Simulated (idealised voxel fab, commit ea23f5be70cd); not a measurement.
The process module that follows is named voxel self aligned contacts.
Xsec cut, 165 nm wide, square cell size 5 nm.
Format of a cross-section: grid, square cells. Given as bands. Order: top down. Band: one or more rows of cells.
Look at the band entry: it leads with the top's height and the bottom's height in nm. Then it lists the materials left to right, with a width in nm for each. The word "full width" on a single material says that material fills the band edge to edge. The word "empty" is empty space.
It should be noted that heights are counted from 0, beneath which the wafer as supplied is of one material throughout, and that the lowest band possesses no lower boundary but continues downward, as written in "0..down".
Top row gets the first number, bottom row gets the second, and each row in between changes by the same step: that is how a band width like "30..40" works.
"no alteration" (step): cross-section cells unchanged, all of them.
"Closed void listing" specifies each empty space that is not open to the top and that occupies no fewer than 8 cells, using the form width x height at distance, the distance measured from the left edge and all three quantities in nm.
If you see something after the settings on a step's line, that's the simulator's own remark about that step.
"overlay nm" on a masked step: distance the mask lay right of its planned place, negative for left.
-- The steps planned for the process are as follows
1. RECEIVE,material Si
2. CONFORMAL_DEP,material SiO2,thk nm 5
3. DIRECTIONAL_DEP,material polySi,thk nm 20
4. DIRECTIONAL_DEP,material SiN,thk nm 20
5. DIRECTIONAL_DEP,material aC,thk nm 15
6. PATTERN,tone cover,mask id GATE,material resist,width nm 30,pitch nm 75,thk nm 35,overlay nm 0
7. DIRECTIONAL_ETCH,etch materials aC,depth nm 15
8. STRIP,etch materials resist
9. DIRECTIONAL_ETCH,etch materials SiN,depth nm 20
10. DIRECTIONAL_ETCH,etch materials polySi,depth nm 20
11. STRIP,etch materials aC
12. CONFORMAL_DEP,material SiN,thk nm 10
13. DIRECTIONAL_ETCH,etch materials SiN,depth nm 10
14. FILL_DEP,material SiO2,thk nm 15
15. CMP,height nm 55
16. DIRECTIONAL_DEP,material aC,thk nm 10
17. PATTERN,tone open,mask id CONTACT,material resist,width nm 55,thk nm 30,overlay nm 0
18. DIRECTIONAL_ETCH,etch materials aC,depth nm 10
19. STRIP,etch materials resist
20. DIRECTIONAL_ETCH,etch materials SiO2,depth nm 55
21. STRIP,etch materials aC
22. CONFORMAL_DEP,material TiN,thk nm 5
23. FILL_DEP,material Ru,thk nm 10
24. CMP,height nm 55
25. CONFORMAL_DEP,material SiCN,thk nm 5
-- Of two wafers, the first: run according to plan
-- Cross-section of the wafer as it came to us, i.e., already through step 1
	0..down: Si full width
	Closed void listing: none
-- Upon completion of step 2, the wafer appears in cross-section as shown
	5..0: SiO2 full width
	Anything lower than 0 is untouched.
-- Upon completion of step 3, the wafer appears in cross-section as shown
	25..5: polySi full width
	Anything lower than 5 is untouched.
-- Upon completion of step 4, the wafer appears in cross-section as shown
	45..25: SiN full width
	Anything lower than 25 is untouched.
-- Upon completion of step 5, the wafer appears in cross-section as shown
	60..45: aC full width
	Anything lower than 45 is untouched.
-- Upon completion of step 6, the wafer appears in cross-section as shown
	95..60: empty (30); resist (30); empty (45); resist (30); empty (30)
	Anything lower than 60 is untouched.
-- Upon completion of step 7, the wafer appears in cross-section as shown
	80..60: empty (30); resist (30); empty (45); resist (30); empty (30)
	60..45: empty (30); aC (30); empty (45); aC (30); empty (30)
	Anything lower than 45 is untouched.
-- Upon completion of step 8, the wafer appears in cross-section as shown
	60..45: empty (30); aC (30); empty (45); aC (30); empty (30)
	Anything lower than 45 is untouched.
-- Upon completion of step 9, the wafer appears in cross-section as shown
	60..45: empty (30); aC (30); empty (45); aC (30); empty (30)
	45..25: empty (30); SiN (30); empty (45); SiN (30); empty (30)
	Anything lower than 25 is untouched.
-- Upon completion of step 10, the wafer appears in cross-section as shown
	60..45: empty (30); aC (30); empty (45); aC (30); empty (30)
	45..25: empty (30); SiN (30); empty (45); SiN (30); empty (30)
	25..5: empty (30); polySi (30); empty (45); polySi (30); empty (30)
	Anything lower than 5 is untouched.
-- Upon completion of step 11, the wafer appears in cross-section as shown
	45..25: empty (30); SiN (30); empty (45); SiN (30); empty (30)
	Anything lower than 25 is untouched.
-- Upon completion of step 12, the wafer appears in cross-section as shown
	55..25: empty (20); SiN (50); empty (25); SiN (50); empty (20)
	25..15: empty (20); SiN (10); polySi (30); SiN (10); empty (25); SiN (10); polySi (30); SiN (10); empty (20)
	15..5: SiN (30); polySi (30); SiN (45); polySi (30); SiN (30)
	Anything lower than 5 is untouched.
-- Upon completion of step 13, the wafer appears in cross-section as shown
	45..25: empty (20); SiN (50); empty (25); SiN (50); empty (20)
	25..5: empty (20); SiN (10); polySi (30); SiN (10); empty (25); SiN (10); polySi (30); SiN (10); empty (20)
	Anything lower than 5 is untouched.
-- Upon completion of step 14, the wafer appears in cross-section as shown
	60..45: SiO2 full width
	45..25: SiO2 (20); SiN (50); SiO2 (25); SiN (50); SiO2 (20)
	25..5: SiO2 (20); SiN (10); polySi (30); SiN (10); SiO2 (25); SiN (10); polySi (30); SiN (10); SiO2 (20)
	Anything lower than 5 is untouched.
-- Upon completion of step 15, the wafer appears in cross-section as shown
	55..45: SiO2 full width
	Anything lower than 45 is untouched.
-- Upon completion of step 16, the wafer appears in cross-section as shown
	65..55: aC full width
	Anything lower than 55 is untouched.
-- Upon completion of step 17, the wafer appears in cross-section as shown
	95..65: resist (55); empty (55); resist (55)
	Anything lower than 65 is untouched.
-- Upon completion of step 18, the wafer appears in cross-section as shown
	85..65: resist (55); empty (55); resist (55)
	65..55: aC (55); empty (55); aC (55)
	Anything lower than 55 is untouched.
-- Upon completion of step 19, the wafer appears in cross-section as shown
	65..55: aC (55); empty (55); aC (55)
	Anything lower than 55 is untouched.
-- Upon completion of step 20, the wafer appears in cross-section as shown
	65..55: aC (55); empty (55); aC (55)
	55..45: SiO2 (55); empty (55); SiO2 (55)
	45..25: SiO2 (20); SiN (50); empty (25); SiN (50); SiO2 (20)
	25..5: SiO2 (20); SiN (10); polySi (30); SiN (10); empty (25); SiN (10); polySi (30); SiN (10); SiO2 (20)
	5..0: SiO2 (70); empty (25); SiO2 (70)
	Anything lower than 0 is untouched.
-- Upon completion of step 21, the wafer appears in cross-section as shown
	55..45: SiO2 (55); empty (55); SiO2 (55)
	Anything lower than 45 is untouched.
-- Upon completion of step 22, the wafer appears in cross-section as shown
	60..55: TiN (60); empty (45); TiN (60)
	55..45: SiO2 (55); TiN (5..20); empty (45..15); TiN (5..20); SiO2 (55)
	45..25: SiO2 (20); SiN (50); TiN (5); empty (15); TiN (5); SiN (50); SiO2 (20)
	25..5: SiO2 (20); SiN (10); polySi (30); SiN (10); TiN (5); empty (15); TiN (5); SiN (10); polySi (30); SiN (10); SiO2 (20)
	5..0: SiO2 (70); TiN (25); SiO2 (70)
	Anything lower than 0 is untouched.
-- Upon completion of step 23, the wafer appears in cross-section as shown
	70..60: Ru full width
	60..55: TiN (60); Ru (45); TiN (60)
	55..45: SiO2 (55); TiN (5..20); Ru (45..15); TiN (5..20); SiO2 (55)
	45..25: SiO2 (20); SiN (50); TiN (5); Ru (15); TiN (5); SiN (50); SiO2 (20)
	25..5: SiO2 (20); SiN (10); polySi (30); SiN (10); TiN (5); Ru (15); TiN (5); SiN (10); polySi (30); SiN (10); SiO2 (20)
	Anything lower than 5 is untouched.
-- Upon completion of step 24, the wafer appears in cross-section as shown
	55..45: SiO2 (55); TiN (5..20); Ru (45..15); TiN (5..20); SiO2 (55)
	Anything lower than 45 is untouched.
-- Upon completion of step 25, the wafer appears in cross-section as shown
	60..55: SiCN full width
	Anything lower than 55 is untouched.
-- Okay, second wafer. Nothing different at the start, nothing different in the plan, just one mistake somewhere in the running. As far as step 3, counting that step, it's the first wafer all over again
-- Cross-sectional representation of the second wafer at the time designated in the plan for the completion of step 4
	45..25: SiO2 full width
	Anything lower than 25 is untouched.
-- Cross-sectional representation of the second wafer at the time designated in the plan for the completion of step 5
	60..45: aC full width
	Anything lower than 45 is untouched.
-- Cross-sectional representation of the second wafer at the time designated in the plan for the completion of step 6
	95..60: empty (30); resist (30); empty (45); resist (30); empty (30)
	Anything lower than 60 is untouched.
-- Cross-sectional representation of the second wafer at the time designated in the plan for the completion of step 7
	80..60: empty (30); resist (30); empty (45); resist (30); empty (30)
	60..45: empty (30); aC (30); empty (45); aC (30); empty (30)
	Anything lower than 45 is untouched.
-- Cross-sectional representation of the second wafer at the time designated in the plan for the completion of step 8
	60..45: empty (30); aC (30); empty (45); aC (30); empty (30)
	Anything lower than 45 is untouched.
Cross-sectional representation of the second wafer at the time designated in the plan for the completion of step 9: no alteration
Cross-sectional representation of the second wafer at the time designated in the plan for the completion of step 10: no alteration
-- Cross-sectional representation of the second wafer at the time designated in the plan for the completion of step 11
	45..25: SiO2 full width
	Anything lower than 25 is untouched.
-- Cross-sectional representation of the second wafer at the time designated in the plan for the completion of step 12
	55..45: SiN full width
	Anything lower than 45 is untouched.
-- Cross-sectional representation of the second wafer at the time designated in the plan for the completion of step 13
	45..25: SiO2 full width
	Anything lower than 25 is untouched.
-- Cross-sectional representation of the second wafer at the time designated in the plan for the completion of step 14
	60..25: SiO2 full width
	Anything lower than 25 is untouched.
-- Cross-sectional representation of the second wafer at the time designated in the plan for the completion of step 15
	55..25: SiO2 full width
	Anything lower than 25 is untouched.
-- Cross-sectional representation of the second wafer at the time designated in the plan for the completion of step 16
	65..55: aC full width
	Anything lower than 55 is untouched.
-- Cross-sectional representation of the second wafer at the time designated in the plan for the completion of step 17
	95..65: resist (55); empty (55); resist (55)
	Anything lower than 65 is untouched.
-- Cross-sectional representation of the second wafer at the time designated in the plan for the completion of step 18
	85..65: resist (55); empty (55); resist (55)
	65..55: aC (55); empty (55); aC (55)
	Anything lower than 55 is untouched.
-- Cross-sectional representation of the second wafer at the time designated in the plan for the completion of step 19
	65..55: aC (55); empty (55); aC (55)
	Anything lower than 55 is untouched.
-- Cross-sectional representation of the second wafer at the time designated in the plan for the completion of step 20
	65..55: aC (55); empty (55); aC (55)
	55..25: SiO2 (55); empty (55); SiO2 (55)
	Anything lower than 25 is untouched.
-- Cross-sectional representation of the second wafer at the time designated in the plan for the completion of step 21
	55..25: SiO2 (55); empty (55); SiO2 (55)
	Anything lower than 25 is untouched.
-- Cross-sectional representation of the second wafer at the time designated in the plan for the completion of step 22
	60..55: TiN (60); empty (45); TiN (60)
	55..30: SiO2 (55); TiN (5); empty (45); TiN (5); SiO2 (55)
	30..25: SiO2 (55); TiN (55); SiO2 (55)
	Anything lower than 25 is untouched.
-- Cross-sectional representation of the second wafer at the time designated in the plan for the completion of step 23
	70..60: Ru full width
	60..55: TiN (60); Ru (45); TiN (60)
	55..30: SiO2 (55); TiN (5); Ru (45); TiN (5); SiO2 (55)
	Anything lower than 30 is untouched.
-- Cross-sectional representation of the second wafer at the time designated in the plan for the completion of step 24
	55..30: SiO2 (55); TiN (5); Ru (45); TiN (5); SiO2 (55)
	Anything lower than 30 is untouched.
-- Cross-sectional representation of the second wafer at the time designated in the plan for the completion of step 25
	60..55: SiCN full width
	Anything lower than 55 is untouched.
Plan not followed: planned and actual differ for step 4; actual: DIRECTIONAL_DEP,material SiO2,thk nm 20
In the final state, the cell counts of the second wafer exceed or fall short of those of the first for the following materials: 9 more of Ru | 112 fewer of SiN | 29 more of SiO2 | 10 fewer of TiN | 84 more of polySi
